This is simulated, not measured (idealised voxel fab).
process module | voxel spacer lines
cross-section cut | 175 nm wide | cells 5 nm
A cross-section is a grid of square cells, given in bands from the top down. A band is one or more rows of cells.
Each band's line starts with the height of the band's top and of its bottom, in nm. Then come its materials from left to right, each with its width in nm. One material with "throughout" fills the band from edge to edge. "air" is empty space.
Height 0 is the level under which the wafer as received is all one material. The lowest band goes on downwards, as in "0 down".
A width such as "30 to 40" changes by the same amount from each row of cells to the next, from the band's top row to its bottom row.
"no change" after a step means that no cell of the cross-section changed.
closed voids: empty space of 8 cells or more with no open way to the top, each as width x height at its distance from the left edge, in nm
after a step's settings: what the simulator itself notes on the step
overlay nm, on a step with a mask: how far to the right of its planned place the mask lay; to the left if negative
plan
1 op RECEIVE | material Si
2 op CONFORMAL_DEP | material Al2O3 | thk nm 10
3 op DIRECTIONAL_DEP | material TiN | thk nm 15
4 op DIRECTIONAL_DEP | material polySi | thk nm 25
5 op PATTERN | tone cover | mask id MANDREL | material resist | width nm 25 | pitch nm 70 | thk nm 30 | overlay nm -15
6 op DIRECTIONAL_ETCH | etch materials polySi | depth nm 25
7 op STRIP | etch materials resist
8 op CONFORMAL_DEP | material SiN | thk nm 10
9 op DIRECTIONAL_ETCH | etch materials SiN | depth nm 10
10 op STRIP | etch materials polySi
11 op DIRECTIONAL_ETCH | etch materials TiN | depth nm 15
12 op STRIP | etch materials SiN
varied across the wafers: overlay nm of step 5. The plan shows the first wafer's value. All wafers start alike
first wafer as received, after step 1
  0 down: Si throughout
  closed voids: none
first wafer at the end, after step 12
  25 to 10: air 15 | TiN 10 | air 25 | TiN 10 | air 25 | TiN 10 | air 25 | TiN 10 | air 45
  10 to 0: Al2O3 throughout
  0 down: Si throughout
  closed voids: none
last wafer at the end
  25 to 10: air 45 | TiN 10 | air 25 | TiN 10 | air 25 | TiN 10 | air 25 | TiN 10 | air 15
  10 to 0: Al2O3 throughout
  0 down: Si throughout
  closed voids: none
each wafer at the end: cells of each material gained (+) or lost (-) since it was received, then its closed voids
overlay nm -15 | +70 Al2O3 | +24 TiN | closed voids: none
overlay nm -10 | +70 Al2O3 | +24 TiN | closed voids: none
overlay nm -5 | +70 Al2O3 | +24 TiN | closed voids: none
overlay nm 0 | +70 Al2O3 | +24 TiN | closed voids: none
overlay nm 5 | +70 Al2O3 | +24 TiN | closed voids: none
overlay nm 10 | +70 Al2O3 | +24 TiN | closed voids: none
overlay nm 15 | +70 Al2O3 | +24 TiN | closed voids: none
